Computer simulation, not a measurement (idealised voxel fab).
Title: Process Module voxel wiring stack
Xsec cut, 280 nm wide, square cell size 5 nm.
Reading order for cross-sections: top band down to bottom band. Underlying form: a grid of square cells. Band size: one or more rows of cells. A band entry consists of two parts. The first gives the height of the band's top and the height of its bottom, in nm. The rest lists the band's materials from left to right, each with its width in nm. A single material labelled with the word "throughout" fills the band from edge to edge, and the word "air" marks empty space. Heights are expressed relative to 0, this being the level below which the as-received wafer comprises one material exclusively. The lowest band is unbounded in the downward direction and is denoted as in "z 0 and below". With a width like "30..40", each row of cells in the band differs from the next by the same amount, the top row carrying the first number and the bottom row the second. A step reported as "changes: none" is a step in which no cell of the cross-section changed. The list in "Enclosed void listing" covers empty spaces of 8 cells or more that cannot reach the top through any open way, and it gives each as width x height at distance; the distance is from the left edge, and width, height and distance are in nm. Where a step's line continues beyond its settings, the continuation is a remark by the simulator itself on that step. If you see "overlay nm" on a step's line and that step has a mask, it's telling you how far right of where it was planned the mask ended up; a negative number means it went left instead. The remainder of this document consists of a sequence of paired cross-sections. Each pair presents the cross-section prior to one process step together with the cross-section following it, the latter being rendered only as deep as the lowest band that underwent change. The intervening step, together with its settings, is stated beneath each pair. Because the pairs may originate from different runs of this module on the same starting wafer, a given pair is to be read as continuing from the preceding pair only where its entry headed "Ex-ante state" so indicates.

## Ex-ante state
    z 0 and below  Si throughout
    Enclosed void listing: none

## After the Step
    z 15 to 0  SiO2 throughout
    Everything below 0 is unchanged.
    Enclosed void listing: none
Can you say which step sits between the two cross-sections above? op CONFORMAL_DEP | material SiO2 | thk nm 15

Ex-ante state: The initial state for this step is given by the after cross-section of the immediately preceding pair.

## After the Step
    z 20 to 15  TiN throughout
    Everything below 15 is unchanged.
    Enclosed void listing: none
Can you say which step sits between the two cross-sections above? op DIRECTIONAL_DEP | material TiN | thk nm 5

Ex-ante state: The initial state for this step is given by the after cross-section of the immediately preceding pair.

## After the Step
    z 45 to 20  Ru throughout
    Everything below 20 is unchanged.
    Enclosed void listing: none
Can you say which step sits between the two cross-sections above? op DIRECTIONAL_DEP | material Ru | thk nm 25

Ex-ante state: The initial state for this step is given by the after cross-section of the immediately preceding pair.

## After the Step
    z 45 to 20  air 80, then Ru 20, then air 30, then Ru 20, then air 30, then Ru 20, then air 80
    Everything below 20 is unchanged.
    Enclosed void listing: none
Can you say which step sits between the two cross-sections above? op MASKED_ETCH | tone cover | mask id METAL_1 | width nm 20 | pitch nm 50 | etch materials Ru | depth nm 25 | overlay nm 0

Ex-ante state: The initial state for this step is given by the after cross-section of the immediately preceding pair.

## After the Step
    z 45 to 20  air 80, then Ru 20, then air 30, then Ru 20, then air 30, then Ru 20, then air 80
    z 20 to 15  air 80, then TiN 20, then air 30, then TiN 20, then air 30, then TiN 20, then air 80
    Everything below 15 is unchanged.
    Enclosed void listing: none
Can you say which step sits between the two cross-sections above? op MASKED_ETCH | tone cover | mask id METAL_1 | width nm 20 | pitch nm 50 | etch materials TiN | depth nm 5 | overlay nm 0

Ex-ante state: The initial state for this step is given by the after cross-section of the immediately preceding pair.

## After the Step
    z 50 to 45  air 75, then SiCN 30, then air 20, then SiCN 30, then air 20, then SiCN 30, then air 75
    z 45 to 20  air 75, then SiCN 5, then Ru 20, then SiCN 5, then air 20, then SiCN 5, then Ru 20, then SiCN 5, then air 20, then SiCN 5, then Ru 20, then SiCN 5, then air 75
    z 20 to 15  SiCN 80, then TiN 20, then SiCN 30, then TiN 20, then SiCN 30, then TiN 20, then SiCN 80
    Everything below 15 is unchanged.
    Enclosed void listing: none
Can you say which step sits between the two cross-sections above? op CONFORMAL_DEP | material SiCN | thk nm 5

Ex-ante state: The initial state for this step is given by the after cross-section of the immediately preceding pair.

## After the Step
    z 55 to 50  SiO2 throughout
    z 50 to 45  SiO2 75, then SiCN 30, then SiO2 20, then SiCN 30, then SiO2 20, then SiCN 30, then SiO2 75
    z 45 to 20  SiO2 75, then SiCN 5, then Ru 20, then SiCN 5, then SiO2 20, then SiCN 5, then Ru 20, then SiCN 5, then SiO2 20, then SiCN 5, then Ru 20, then SiCN 5, then SiO2 75
    Everything below 20 is unchanged.
    Enclosed void listing: none
Can you say which step sits between the two cross-sections above? op FILL_DEP | material SiO2 | thk nm 5

Ex-ante state: The initial state for this step is given by the after cross-section of the immediately preceding pair.

## After the Step
    z 45 to 20  SiO2 75, then SiCN 5, then Ru 20, then SiCN 5, then SiO2 20, then SiCN 5, then Ru 20, then SiCN 5, then SiO2 20, then SiCN 5, then Ru 20, then SiCN 5, then SiO2 75
    Everything below 20 is unchanged.
    Enclosed void listing: none
Can you say which step sits between the two cross-sections above? op CMP | height nm 45

Ex-ante state: The initial state for this step is given by the after cross-section of the immediately preceding pair.

## After the Step
    z 50 to 45  SiCN throughout
    Everything below 45 is unchanged.
    Enclosed void listing: none
Can you say which step sits between the two cross-sections above? op CONFORMAL_DEP | material SiCN | thk nm 5

Ex-ante state: The initial state for this step is given by the after cross-section of the immediately preceding pair.

## After the Step
    z 70 to 50  lowk throughout
    Everything below 50 is unchanged.
    Enclosed void listing: none
Can you say which step sits between the two cross-sections above? op DIRECTIONAL_DEP | material lowk | thk nm 20

Ex-ante state: The initial state for this step is given by the after cross-section of the immediately preceding pair.

## After the Step
    z 85 to 70  resist 80, then air 15, then resist 85, then air 15, then resist 85
    Everything below 70 is unchanged.
    Enclosed void listing: none
Can you say which step sits between the two cross-sections above? op PATTERN | tone open | mask id PLUG_1 | material resist | width nm 15 | pitch nm 100 | thk nm 15 | overlay nm 0

Ex-ante state: The initial state for this step is given by the after cross-section of the immediately preceding pair.

## After the Step
    z 85 to 70  resist 80, then air 15, then resist 85, then air 15, then resist 85
    z 70 to 50  lowk 80, then air 15, then lowk 85, then air 15, then lowk 85
    Everything below 50 is unchanged.
    Enclosed void listing: none
Can you say which step sits between the two cross-sections above? op DIRECTIONAL_ETCH | etch materials lowk | depth nm 20

Ex-ante state: The initial state for this step is given by the after cross-section of the immediately preceding pair.

## After the Step
    z 85 to 70  resist 80, then air 15, then resist 85, then air 15, then resist 85
    z 70 to 50  lowk 80, then air 15, then lowk 85, then air 15, then lowk 85
    z 50 to 45  SiCN 80, then air 15, then SiCN 85, then air 15, then SiCN 85
    Everything below 45 is unchanged.
    Enclosed void listing: none
Can you say which step sits between the two cross-sections above? op DIRECTIONAL_ETCH | etch materials SiCN | depth nm 5

Ex-ante state: The initial state for this step is given by the after cross-section of the immediately preceding pair.

## After the Step
    z 70 to 50  lowk 80, then air 15, then lowk 85, then air 15, then lowk 85
    Everything below 50 is unchanged.
    Enclosed void listing: none
Can you say which step sits between the two cross-sections above? op STRIP | etch materials resist

Ex-ante state: The initial state for this step is given by the after cross-section of the immediately preceding pair.

## After the Step
    z 75 to 70  TiN 85, then air 5, then TiN 95, then air 5, then TiN 90
    z 70 to 50  lowk 80, then TiN 5, then air 5, then TiN 5, then lowk 85, then TiN 5, then air 5, then TiN 5, then lowk 85
    z 50 to 45  SiCN 80, then TiN 15, then SiCN 85, then TiN 15, then SiCN 85
    Everything below 45 is unchanged.
    Enclosed void listing: none
Can you say which step sits between the two cross-sections above? op CONFORMAL_DEP | material TiN | thk nm 5

Ex-ante state: The initial state for this step is given by the after cross-section of the immediately preceding pair.

## After the Step
    z 80 to 75  W throughout
    z 75 to 70  TiN 85, then W 5, then TiN 95, then W 5, then TiN 90
    z 70 to 50  lowk 80, then TiN 5, then W 5, then TiN 5, then lowk 85, then TiN 5, then W 5, then TiN 5, then lowk 85
    Everything below 50 is unchanged.
    Enclosed void listing: none
Can you say which step sits between the two cross-sections above? op FILL_DEP | material W | thk nm 5

Ex-ante state: The initial state for this step is given by the after cross-section of the immediately preceding pair.

## After the Step
    z 70 to 50  lowk 80, then TiN 5, then W 5, then TiN 5, then lowk 85, then TiN 5, then W 5, then TiN 5, then lowk 85
    Everything below 50 is unchanged.
    Enclosed void listing: none
Can you say which step sits between the two cross-sections above? op CMP | height nm 70

Ex-ante state: The initial state for this step is given by the after cross-section of the immediately preceding pair.

## After the Step
    z 75 to 70  TiN throughout
    Everything below 70 is unchanged.
    Enclosed void listing: none
Can you say which step sits between the two cross-sections above? op DIRECTIONAL_DEP | material TiN | thk nm 5

Ex-ante state: The initial state for this step is given by the after cross-section of the immediately preceding pair.

## After the Step
    z 95 to 75  Ru throughout
    Everything below 75 is unchanged.
    Enclosed void listing: none
Can you say which step sits between the two cross-sections above? op DIRECTIONAL_DEP | material Ru | thk nm 20

Ex-ante state: The initial state for this step is given by the after cross-section of the immediately preceding pair.

## After the Step
    z 105 to 95  aC throughout
    Everything below 95 is unchanged.
    Enclosed void listing: none
Can you say which step sits between the two cross-sections above? op DIRECTIONAL_DEP | material aC | thk nm 10

Ex-ante state: The initial state for this step is given by the after cross-section of the immediately preceding pair.

## After the Step
    z 135 to 105  air 80, then resist 20, then air 30, then resist 20, then air 30, then resist 20, then air 80
    Everything below 105 is unchanged.
    Enclosed void listing: none
Can you say which step sits between the two cross-sections above? op PATTERN | tone cover | mask id METAL_2 | material resist | width nm 20 | pitch nm 50 | thk nm 30 | overlay nm 0

Ex-ante state: The initial state for this step is given by the after cross-section of the immediately preceding pair.

## After the Step
    z 125 to 105  air 80, then resist 20, then air 30, then resist 20, then air 30, then resist 20, then air 80
    z 105 to 95  air 80, then aC 20, then air 30, then aC 20, then air 30, then aC 20, then air 80
    Everything below 95 is unchanged.
    Enclosed void listing: none
Can you say which step sits between the two cross-sections above? op DIRECTIONAL_ETCH | etch materials aC | depth nm 10

Ex-ante state: The initial state for this step is given by the after cross-section of the immediately preceding pair.

## After the Step
    z 105 to 95  air 80, then aC 20, then air 30, then aC 20, then air 30, then aC 20, then air 80
    Everything below 95 is unchanged.
    Enclosed void listing: none
Can you say which step sits between the two cross-sections above? op STRIP | etch materials resist

Ex-ante state: The initial state for this step is given by the after cross-section of the immediately preceding pair.

## After the Step
    z 105 to 95  air 80, then aC 20, then air 30, then aC 20, then air 30, then aC 20, then air 80
    z 95 to 75  air 80, then Ru 20, then air 30, then Ru 20, then air 30, then Ru 20, then air 80
    Everything below 75 is unchanged.
    Enclosed void listing: none
Can you say which step sits between the two cross-sections above? op DIRECTIONAL_ETCH | etch materials Ru | depth nm 20

Ex-ante state: The initial state for this step is given by the after cross-section of the immediately preceding pair.

## After the Step
    z 105 to 95  air 80, then aC 20, then air 30, then aC 20, then air 30, then aC 20, then air 80
    z 95 to 75  air 80, then Ru 20, then air 30, then Ru 20, then air 30, then Ru 20, then air 80
    z 75 to 70  air 80, then TiN 20, then air 30, then TiN 20, then air 30, then TiN 20, then air 80
    Everything below 70 is unchanged.
    Enclosed void listing: none
Can you say which step sits between the two cross-sections above? op DIRECTIONAL_ETCH | etch materials TiN | depth nm 5

Ex-ante state: The initial state for this step is given by the after cross-section of the immediately preceding pair.

## After the Step
    z 95 to 75  air 80, then Ru 20, then air 30, then Ru 20, then air 30, then Ru 20, then air 80
    Everything below 75 is unchanged.
    Enclosed void listing: none
Can you say which step sits between the two cross-sections above? op STRIP | etch materials aC

Ex-ante state: The initial state for this step is given by the after cross-section of the immediately preceding pair.

## After the Step
    z 100 to 95  air 75, then SiN 30, then air 20, then SiN 30, then air 20, then SiN 30, then air 75
    z 95 to 75  air 75, then SiN 5, then Ru 20, then SiN 5, then air 20, then SiN 5, then Ru 20, then SiN 5, then air 20, then SiN 5, then Ru 20, then SiN 5, then air 75
    z 75 to 70  SiN 80, then TiN 20, then SiN 30, then TiN 20, then SiN 30, then TiN 20, then SiN 80
    Everything below 70 is unchanged.
    Enclosed void listing: none
Can you say which step sits between the two cross-sections above? op CONFORMAL_DEP | material SiN | thk nm 5

Ex-ante state: The initial state for this step is given by the after cross-section of the immediately preceding pair.

## After the Step
    z 105 to 100  lowk throughout
    z 100 to 95  lowk 75, then SiN 30, then lowk 20, then SiN 30, then lowk 20, then SiN 30, then lowk 75
    z 95 to 75  lowk 75, then SiN 5, then Ru 20, then SiN 5, then lowk 20, then SiN 5, then Ru 20, then SiN 5, then lowk 20, then SiN 5, then Ru 20, then SiN 5, then lowk 75
    Everything below 75 is unchanged.
    Enclosed void listing: none
Can you say which step sits between the two cross-sections above? op FILL_DEP | material lowk | thk nm 5

Ex-ante state: The initial state for this step is given by the after cross-section of the immediately preceding pair.

## After the Step
    z 95 to 75  lowk 75, then SiN 5, then Ru 20, then SiN 5, then lowk 20, then SiN 5, then Ru 20, then SiN 5, then lowk 20, then SiN 5, then Ru 20, then SiN 5, then lowk 75
    Everything below 75 is unchanged.
    Enclosed void listing: none
Can you say which step sits between the two cross-sections above? op CMP | height nm 95

Ex-ante state: The initial state for this step is given by the after cross-section of the immediately preceding pair.

## After the Step
    z 100 to 95  SiCN throughout
    Everything below 95 is unchanged.
    Enclosed void listing: none
Can you say which step sits between the two cross-sections above? op CONFORMAL_DEP | material SiCN | thk nm 5

Ex-ante state: The initial state for this step is given by the after cross-section of the immediately preceding pair.

## After the Step
    z 125 to 100  lowk throughout
    Everything below 100 is unchanged.
    Enclosed void listing: none
Can you say which step sits between the two cross-sections above? op DIRECTIONAL_DEP | material lowk | thk nm 25

Ex-ante state: The initial state for this step is given by the after cross-section of the immediately preceding pair.

## After the Step
    z 125 to 100  lowk 80, then air 15, then lowk 85, then air 15, then lowk 85
    Everything below 100 is unchanged.
    Enclosed void listing: none
Can you say which step sits between the two cross-sections above? op MASKED_ETCH | tone open | mask id METAL_3_HOLES | width nm 15 | pitch nm 100 | etch materials lowk | depth nm 25 | overlay nm 0

Ex-ante state: The initial state for this step is given by the after cross-section of the immediately preceding pair.

## After the Step
    z 145 to 125  resist 80, then air 20, then resist 30, then air 20, then resist 30, then air 20, then resist 80
    Everything below 125 is unchanged.
    Enclosed void listing: none
Can you say which step sits between the two cross-sections above? op PATTERN | tone open | mask id METAL_3 | material resist | width nm 20 | pitch nm 50 | thk nm 20 | overlay nm 0

Ex-ante state: The initial state for this step is given by the after cross-section of the immediately preceding pair.

## After the Step
    z 145 to 125  resist 80, then air 20, then resist 30, then air 20, then resist 30, then air 20, then resist 80
    z 125 to 110  lowk 80, then air 20, then lowk 30, then air 20, then lowk 30, then air 20, then lowk 80
    Everything below 110 is unchanged.
    Enclosed void listing: none
Can you say which step sits between the two cross-sections above? op DIRECTIONAL_ETCH | etch materials lowk | depth nm 15

Ex-ante state: The initial state for this step is given by the after cross-section of the immediately preceding pair.

## After the Step
    z 145 to 125  resist 80, then air 20, then resist 30, then air 20, then resist 30, then air 20, then resist 80
    z 125 to 110  lowk 80, then air 20, then lowk 30, then air 20, then lowk 30, then air 20, then lowk 80
    z 110 to 100  lowk 80, then air 15, then lowk 85, then air 15, then lowk 85
    z 100 to 95  SiCN 80, then air 15, then SiCN 85, then air 15, then SiCN 85
    Everything below 95 is unchanged.
    Enclosed void listing: none
Can you say which step sits between the two cross-sections above? op DIRECTIONAL_ETCH | etch materials SiCN | depth nm 5

Ex-ante state: The initial state for this step is given by the after cross-section of the immediately preceding pair.

## After the Step
    z 125 to 110  lowk 80, then air 20, then lowk 30, then air 20, then lowk 30, then air 20, then lowk 80
    Everything below 110 is unchanged.
    Enclosed void listing: none
Can you say which step sits between the two cross-sections above? op STRIP | etch materials resist

Ex-ante state: The initial state for this step is given by the after cross-section of the immediately preceding pair.

## After the Step
    z 130 to 125  TiN 85, then air 10, then TiN 40, then air 10, then TiN 40, then air 10, then TiN 85
    z 125 to 115  lowk 80, then TiN 5, then air 10, then TiN 5, then lowk 30, then TiN 5, then air 10, then TiN 5, then lowk 30, then TiN 5, then air 10, then TiN 5, then lowk 80
    z 115 to 110  lowk 80, then TiN 5, then air 5, then TiN 10, then lowk 30, then TiN 20, then lowk 30, then TiN 5, then air 5, then TiN 10, then lowk 80
    z 110 to 100  lowk 80, then TiN 5, then air 5, then TiN 5, then lowk 85, then TiN 5, then air 5, then TiN 5, then lowk 85
    z 100 to 95  SiCN 80, then TiN 15, then SiCN 85, then TiN 15, then SiCN 85
    Everything below 95 is unchanged.
    Enclosed void listing: none
Can you say which step sits between the two cross-sections above? op CONFORMAL_DEP | material TiN | thk nm 5

Ex-ante state: The initial state for this step is given by the after cross-section of the immediately preceding pair.

## After the Step
    z 135 to 130  Cu throughout
    z 130 to 125  TiN 85, then Cu 10, then TiN 40, then Cu 10, then TiN 40, then Cu 10, then TiN 85
    z 125 to 115  lowk 80, then TiN 5, then Cu 10, then TiN 5, then lowk 30, then TiN 5, then Cu 10, then TiN 5, then lowk 30, then TiN 5, then Cu 10, then TiN 5, then lowk 80
    z 115 to 110  lowk 80, then TiN 5, then Cu 5, then TiN 10, then lowk 30, then TiN 20, then lowk 30, then TiN 5, then Cu 5, then TiN 10, then lowk 80
    z 110 to 100  lowk 80, then TiN 5, then Cu 5, then TiN 5, then lowk 85, then TiN 5, then Cu 5, then TiN 5, then lowk 85
    Everything below 100 is unchanged.
    Enclosed void listing: none
Can you say which step sits between the two cross-sections above? op FILL_DEP | material Cu | thk nm 5

Ex-ante state: The initial state for this step is given by the after cross-section of the immediately preceding pair.

## After the Step
    z 125 to 115  lowk 80, then TiN 5, then Cu 10, then TiN 5, then lowk 30, then TiN 5, then Cu 10, then TiN 5, then lowk 30, then TiN 5, then Cu 10, then TiN 5, then lowk 80
    Everything below 115 is unchanged.
    Enclosed void listing: none
Can you say which step sits between the two cross-sections above? op CMP | height nm 125

Ex-ante state: The initial state for this step is given by the after cross-section of the immediately preceding pair.

## After the Step
    z 130 to 125  SiN throughout
    Everything below 125 is unchanged.
    Enclosed void listing: none
Can you say which step sits between the two cross-sections above? op CONFORMAL_DEP | material SiN | thk nm 5

## Ex-ante state
    z 15 to 0  SiO2 throughout
    z 0 and below  Si throughout
    Enclosed void listing: none

## After the Step
    z 40 to 15  Ru throughout
    Everything below 15 is unchanged.
    Enclosed void listing: none
Can you say which step sits between the two cross-sections above? op DIRECTIONAL_DEP | material Ru | thk nm 25

Ex-ante state: The initial state for this step is given by the after cross-section of the immediately preceding pair.

## After the Step
    z 40 to 15  air 80, then Ru 20, then air 30, then Ru 20, then air 30, then Ru 20, then air 80
    Everything below 15 is unchanged.
    Enclosed void listing: none
Can you say which step sits between the two cross-sections above? op MASKED_ETCH | tone cover | mask id METAL_1 | width nm 20 | pitch nm 50 | etch materials Ru | depth nm 25 | overlay nm 0

Ex-ante state: The initial state for this step is given by the after cross-section of the immediately preceding pair.

## After the Step
    z 45 to 40  air 75, then SiCN 30, then air 20, then SiCN 30, then air 20, then SiCN 30, then air 75
    z 40 to 20  air 75, then SiCN 5, then Ru 20, then SiCN 5, then air 20, then SiCN 5, then Ru 20, then SiCN 5, then air 20, then SiCN 5, then Ru 20, then SiCN 5, then air 75
    z 20 to 15  SiCN 80, then Ru 20, then SiCN 30, then Ru 20, then SiCN 30, then Ru 20, then SiCN 80
    Everything below 15 is unchanged.
    Enclosed void listing: none
Can you say which step sits between the two cross-sections above? op CONFORMAL_DEP | material SiCN | thk nm 5

Ex-ante state: The initial state for this step is given by the after cross-section of the immediately preceding pair.

## After the Step
    z 50 to 45  SiO2 throughout
    z 45 to 40  SiO2 75, then SiCN 30, then SiO2 20, then SiCN 30, then SiO2 20, then SiCN 30, then SiO2 75
    z 40 to 20  SiO2 75, then SiCN 5, then Ru 20, then SiCN 5, then SiO2 20, then SiCN 5, then Ru 20, then SiCN 5, then SiO2 20, then SiCN 5, then Ru 20, then SiCN 5, then SiO2 75
    Everything below 20 is unchanged.
    Enclosed void listing: none
Can you say which step sits between the two cross-sections above? op FILL_DEP | material SiO2 | thk nm 5

Ex-ante state: The initial state for this step is given by the after cross-section of the immediately preceding pair.

## After the Step
    z 45 to 40  SiO2 75, then SiCN 30, then SiO2 20, then SiCN 30, then SiO2 20, then SiCN 30, then SiO2 75
    Everything below 40 is unchanged.
    Enclosed void listing: none
Can you say which step sits between the two cross-sections above? op CMP | height nm 45

Ex-ante state: The initial state for this step is given by the after cross-section of the immediately preceding pair.

## After the Step
    z 50 to 45  SiCN throughout
    Everything below 45 is unchanged.
    Enclosed void listing: none
Can you say which step sits between the two cross-sections above? op CONFORMAL_DEP | material SiCN | thk nm 5

Ex-ante state: The initial state for this step is given by the after cross-section of the immediately preceding pair.

## After the Step
    z 70 to 50  lowk throughout
    Everything below 50 is unchanged.
    Enclosed void listing: none
Can you say which step sits between the two cross-sections above? op DIRECTIONAL_DEP | material lowk | thk nm 20

Ex-ante state: The initial state for this step is given by the after cross-section of the immediately preceding pair.

## After the Step
    z 85 to 70  resist 80, then air 15, then resist 85, then air 15, then resist 85
    Everything below 70 is unchanged.
    Enclosed void listing: none
Can you say which step sits between the two cross-sections above? op PATTERN | tone open | mask id PLUG_1 | material resist | width nm 15 | pitch nm 100 | thk nm 15 | overlay nm 0

Ex-ante state: The initial state for this step is given by the after cross-section of the immediately preceding pair.

## After the Step
    z 85 to 70  resist 80, then air 15, then resist 85, then air 15, then resist 85
    z 70 to 50  lowk 80, then air 15, then lowk 85, then air 15, then lowk 85
    Everything below 50 is unchanged.
    Enclosed void listing: none
Can you say which step sits between the two cross-sections above? op DIRECTIONAL_ETCH | etch materials lowk | depth nm 20

Ex-ante state: The initial state for this step is given by the after cross-section of the immediately preceding pair.

## After the Step
    z 85 to 70  resist 80, then air 15, then resist 85, then air 15, then resist 85
    z 70 to 50  lowk 80, then air 15, then lowk 85, then air 15, then lowk 85
    z 50 to 45  SiCN 80, then air 15, then SiCN 85, then air 15, then SiCN 85
    Everything below 45 is unchanged.
    Enclosed void listing: none
Can you say which step sits between the two cross-sections above? op DIRECTIONAL_ETCH | etch materials SiCN | depth nm 5

Ex-ante state: The initial state for this step is given by the after cross-section of the immediately preceding pair.

## After the Step
    z 70 to 50  lowk 80, then air 15, then lowk 85, then air 15, then lowk 85
    Everything below 50 is unchanged.
    Enclosed void listing: none
Can you say which step sits between the two cross-sections above? op STRIP | etch materials resist

Ex-ante state: The initial state for this step is given by the after cross-section of the immediately preceding pair.

## After the Step
    z 75 to 70  TiN 85, then air 5, then TiN 95, then air 5, then TiN 90
    z 70 to 50  lowk 80, then TiN 5, then air 5, then TiN 5, then lowk 85, then TiN 5, then air 5, then TiN 5, then lowk 85
    z 50 to 45  SiCN 80, then TiN 15, then SiCN 85, then TiN 15, then SiCN 85
    Everything below 45 is unchanged.
    Enclosed void listing: none
Can you say which step sits between the two cross-sections above? op CONFORMAL_DEP | material TiN | thk nm 5

Ex-ante state: The initial state for this step is given by the after cross-section of the immediately preceding pair.

## After the Step
    z 80 to 75  W throughout
    z 75 to 70  TiN 85, then W 5, then TiN 95, then W 5, then TiN 90
    z 70 to 50  lowk 80, then TiN 5, then W 5, then TiN 5, then lowk 85, then TiN 5, then W 5, then TiN 5, then lowk 85
    Everything below 50 is unchanged.
    Enclosed void listing: none
Can you say which step sits between the two cross-sections above? op FILL_DEP | material W | thk nm 5

Ex-ante state: The initial state for this step is given by the after cross-section of the immediately preceding pair.

## After the Step
    z 70 to 50  lowk 80, then TiN 5, then W 5, then TiN 5, then lowk 85, then TiN 5, then W 5, then TiN 5, then lowk 85
    Everything below 50 is unchanged.
    Enclosed void listing: none
Can you say which step sits between the two cross-sections above? op CMP | height nm 70

Ex-ante state: The initial state for this step is given by the after cross-section of the immediately preceding pair.

## After the Step
    z 75 to 70  TiN throughout
    Everything below 70 is unchanged.
    Enclosed void listing: none
Can you say which step sits between the two cross-sections above? op DIRECTIONAL_DEP | material TiN | thk nm 5

Ex-ante state: The initial state for this step is given by the after cross-section of the immediately preceding pair.

## After the Step
    z 95 to 75  Ru throughout
    Everything below 75 is unchanged.
    Enclosed void listing: none
Can you say which step sits between the two cross-sections above? op DIRECTIONAL_DEP | material Ru | thk nm 20

Ex-ante state: The initial state for this step is given by the after cross-section of the immediately preceding pair.

## After the Step
    z 105 to 95  aC throughout
    Everything below 95 is unchanged.
    Enclosed void listing: none
Can you say which step sits between the two cross-sections above? op DIRECTIONAL_DEP | material aC | thk nm 10

Ex-ante state: The initial state for this step is given by the after cross-section of the immediately preceding pair.

## After the Step
    z 135 to 105  air 80, then resist 20, then air 30, then resist 20, then air 30, then resist 20, then air 80
    Everything below 105 is unchanged.
    Enclosed void listing: none
Can you say which step sits between the two cross-sections above? op PATTERN | tone cover | mask id METAL_2 | material resist | width nm 20 | pitch nm 50 | thk nm 30 | overlay nm 0

Ex-ante state: The initial state for this step is given by the after cross-section of the immediately preceding pair.

## After the Step
    z 125 to 105  air 80, then resist 20, then air 30, then resist 20, then air 30, then resist 20, then air 80
    z 105 to 95  air 80, then aC 20, then air 30, then aC 20, then air 30, then aC 20, then air 80
    Everything below 95 is unchanged.
    Enclosed void listing: none
Can you say which step sits between the two cross-sections above? op DIRECTIONAL_ETCH | etch materials aC | depth nm 10

Ex-ante state: The initial state for this step is given by the after cross-section of the immediately preceding pair.

## After the Step
    z 105 to 95  air 80, then aC 20, then air 30, then aC 20, then air 30, then aC 20, then air 80
    Everything below 95 is unchanged.
    Enclosed void listing: none
Can you say which step sits between the two cross-sections above? op STRIP | etch materials resist

Ex-ante state: The initial state for this step is given by the after cross-section of the immediately preceding pair.

## After the Step
    z 105 to 95  air 80, then aC 20, then air 30, then aC 20, then air 30, then aC 20, then air 80
    z 95 to 75  air 80, then Ru 20, then air 30, then Ru 20, then air 30, then Ru 20, then air 80
    Everything below 75 is unchanged.
    Enclosed void listing: none
Can you say which step sits between the two cross-sections above? op DIRECTIONAL_ETCH | etch materials Ru | depth nm 20

Ex-ante state: The initial state for this step is given by the after cross-section of the immediately preceding pair.

## After the Step
    z 105 to 95  air 80, then aC 20, then air 30, then aC 20, then air 30, then aC 20, then air 80
    z 95 to 75  air 80, then Ru 20, then air 30, then Ru 20, then air 30, then Ru 20, then air 80
    z 75 to 70  air 80, then TiN 20, then air 30, then TiN 20, then air 30, then TiN 20, then air 80
    Everything below 70 is unchanged.
    Enclosed void listing: none
Can you say which step sits between the two cross-sections above? op DIRECTIONAL_ETCH | etch materials TiN | depth nm 5

Ex-ante state: The initial state for this step is given by the after cross-section of the immediately preceding pair.

## After the Step
    z 95 to 75  air 80, then Ru 20, then air 30, then Ru 20, then air 30, then Ru 20, then air 80
    Everything below 75 is unchanged.
    Enclosed void listing: none
Can you say which step sits between the two cross-sections above? op STRIP | etch materials aC

Ex-ante state: The initial state for this step is given by the after cross-section of the immediately preceding pair.

## After the Step
    z 100 to 95  air 75, then SiN 30, then air 20, then SiN 30, then air 20, then SiN 30, then air 75
    z 95 to 75  air 75, then SiN 5, then Ru 20, then SiN 5, then air 20, then SiN 5, then Ru 20, then SiN 5, then air 20, then SiN 5, then Ru 20, then SiN 5, then air 75
    z 75 to 70  SiN 80, then TiN 20, then SiN 30, then TiN 20, then SiN 30, then TiN 20, then SiN 80
    Everything below 70 is unchanged.
    Enclosed void listing: none
Can you say which step sits between the two cross-sections above? op CONFORMAL_DEP | material SiN | thk nm 5

Ex-ante state: The initial state for this step is given by the after cross-section of the immediately preceding pair.

## After the Step
    z 105 to 100  lowk throughout
    z 100 to 95  lowk 75, then SiN 30, then lowk 20, then SiN 30, then lowk 20, then SiN 30, then lowk 75
    z 95 to 75  lowk 75, then SiN 5, then Ru 20, then SiN 5, then lowk 20, then SiN 5, then Ru 20, then SiN 5, then lowk 20, then SiN 5, then Ru 20, then SiN 5, then lowk 75
    Everything below 75 is unchanged.
    Enclosed void listing: none
Can you say which step sits between the two cross-sections above? op FILL_DEP | material lowk | thk nm 5

Ex-ante state: The initial state for this step is given by the after cross-section of the immediately preceding pair.

## After the Step
    z 95 to 75  lowk 75, then SiN 5, then Ru 20, then SiN 5, then lowk 20, then SiN 5, then Ru 20, then SiN 5, then lowk 20, then SiN 5, then Ru 20, then SiN 5, then lowk 75
    Everything below 75 is unchanged.
    Enclosed void listing: none
Can you say which step sits between the two cross-sections above? op CMP | height nm 95

Ex-ante state: The initial state for this step is given by the after cross-section of the immediately preceding pair.

## After the Step
    z 100 to 95  SiCN throughout
    Everything below 95 is unchanged.
    Enclosed void listing: none
Can you say which step sits between the two cross-sections above? op CONFORMAL_DEP | material SiCN | thk nm 5

Ex-ante state: The initial state for this step is given by the after cross-section of the immediately preceding pair.

## After the Step
    z 125 to 100  lowk throughout
    Everything below 100 is unchanged.
    Enclosed void listing: none
Can you say which step sits between the two cross-sections above? op DIRECTIONAL_DEP | material lowk | thk nm 25

Ex-ante state: The initial state for this step is given by the after cross-section of the immediately preceding pair.

## After the Step
    z 125 to 100  lowk 80, then air 15, then lowk 85, then air 15, then lowk 85
    Everything below 100 is unchanged.
    Enclosed void listing: none
Can you say which step sits between the two cross-sections above? op MASKED_ETCH | tone open | mask id METAL_3_HOLES | width nm 15 | pitch nm 100 | etch materials lowk | depth nm 25 | overlay nm 0

Ex-ante state: The initial state for this step is given by the after cross-section of the immediately preceding pair.

## After the Step
    z 145 to 125  resist 80, then air 20, then resist 30, then air 20, then resist 30, then air 20, then resist 80
    Everything below 125 is unchanged.
    Enclosed void listing: none
Can you say which step sits between the two cross-sections above? op PATTERN | tone open | mask id METAL_3 | material resist | width nm 20 | pitch nm 50 | thk nm 20 | overlay nm 0

Ex-ante state: The initial state for this step is given by the after cross-section of the immediately preceding pair.

## After the Step
    z 145 to 125  resist 80, then air 20, then resist 30, then air 20, then resist 30, then air 20, then resist 80
    z 125 to 110  lowk 80, then air 20, then lowk 30, then air 20, then lowk 30, then air 20, then lowk 80
    Everything below 110 is unchanged.
    Enclosed void listing: none
Can you say which step sits between the two cross-sections above? op DIRECTIONAL_ETCH | etch materials lowk | depth nm 15

Ex-ante state: The initial state for this step is given by the after cross-section of the immediately preceding pair.

## After the Step
    z 145 to 125  resist 80, then air 20, then resist 30, then air 20, then resist 30, then air 20, then resist 80
    z 125 to 110  lowk 80, then air 20, then lowk 30, then air 20, then lowk 30, then air 20, then lowk 80
    z 110 to 100  lowk 80, then air 15, then lowk 85, then air 15, then lowk 85
    z 100 to 95  SiCN 80, then air 15, then SiCN 85, then air 15, then SiCN 85
    Everything below 95 is unchanged.
    Enclosed void listing: none
Can you say which step sits between the two cross-sections above? op DIRECTIONAL_ETCH | etch materials SiCN | depth nm 5
